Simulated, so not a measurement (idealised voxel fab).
The following is a process module called voxel plated lines.
255 nm wide, 5 nm square cells: that's cross-section cut.
Heads up, the way a cross-section reads in here is a grid of square cells, handed over as bands from the top down, with every band being one or more rows of cells.
This entry defines a band. It first specifies the height of the band's top and the height of its bottom in nm, and then specifies the band's materials from left to right, stating each material with its width in nm. The word "edge to edge" identifies a single material that fills the band from edge to edge, while the word "air" identifies empty space.
Height reference: 0 = level under which incoming wafer is all one material. Lowest band: no bottom, runs on downward, e.g. "0 down".
So if you see something like "30->40" for the width, read it as the top row of the band sitting at the first number and the bottom row at the second, with every row in between moving by the same amount as the last.
It should be understood that the words "changes: none", when stated for a given step, signify that the cross-section underwent no change in any of its cells during that step.
Closed empty spaces (no open way to the top) of 8 cells or more are what "Catalogued sealed voids" lists, each as width x height at distance from the left edge, nm for all three.
If you see something after the settings on a step's line, that's the simulator's own remark about that step.
The optional step-line setting "overlay nm" applies to steps with a mask and quantifies how far to the right of its planned location the mask lay, a negative value indicating leftward placement.

Process steps foreseen in the plan:
| 1 | RECEIVE (material Si) |
| 2 | CONFORMAL_DEP (material Al2O3; thk nm 15) |
| 3 | DIRECTIONAL_DEP (material TiN; thk nm 5) |
| 4 | PATTERN (tone open; mask id LINES; material resist; width nm 15; pitch nm 40; thk nm 30; overlay nm 0) |
| 5 | EPI (material Ru; thk nm 10) |
| 6 | EPI (material Ru; thk nm 5) |
| 7 | STRIP (etch materials resist) |
| 8 | DIRECTIONAL_ETCH (etch materials TiN; depth nm 5) |
| 9 | CONFORMAL_DEP (material SiO2; thk nm 5) |
All wafers enter the flow in the same state. The width nm at step 4 differs from wafer to wafer, and the plan gives the value for the first wafer.

As received, i.e. after step 1: cross-section through the first of several wafers:
- 0 down  Si edge to edge
- Catalogued sealed voids: none

Wafer cross-section (first of several) - module end, post step 9 (last step):
- 40 to 35  95 nm air, 25 nm SiO2, 15 nm air, 25 nm SiO2, 95 nm air
- 35 to 20  95 nm air, 5 nm SiO2, 15 nm Ru, 5 nm SiO2, 15 nm air, 5 nm SiO2, 15 nm Ru, 5 nm SiO2, 95 nm air
- 20 to 15  100 nm SiO2, 15 nm TiN, 25 nm SiO2, 15 nm TiN, 100 nm SiO2
- 15 to 0  Al2O3 edge to edge
- 0 down  Si edge to edge
- Catalogued sealed voids: none

Cross-section of the last wafer at end of module:
- 40 to 35  90 nm air, 35 nm SiO2, 5 nm air, 35 nm SiO2, 90 nm air
- 35 to 20  90 nm air, 5 nm SiO2, 25 nm Ru, 5 nm SiO2, 5 nm air, 5 nm SiO2, 25 nm Ru, 5 nm SiO2, 90 nm air
- 20 to 15  95 nm SiO2, 25 nm TiN, 15 nm SiO2, 25 nm TiN, 95 nm SiO2
- 15 to 0  Al2O3 edge to edge
- 0 down  Si edge to edge
- Catalogued sealed voids: none

What follows is a table in which each wafer occupies a row; for the wafer as it stands at the close of the module, the row states, material by material, how many cells have been gained (+) or lost (-) since receipt, and then gives its closed voids:
width nm 15, +153 Al2O3, +18 Ru, +67 SiO2, +6 TiN, Catalogued sealed voids: none
width nm 20, +153 Al2O3, +24 Ru, +67 SiO2, +8 TiN, Catalogued sealed voids: none
width nm 25, +153 Al2O3, +30 Ru, +67 SiO2, +10 TiN, Catalogued sealed voids: none
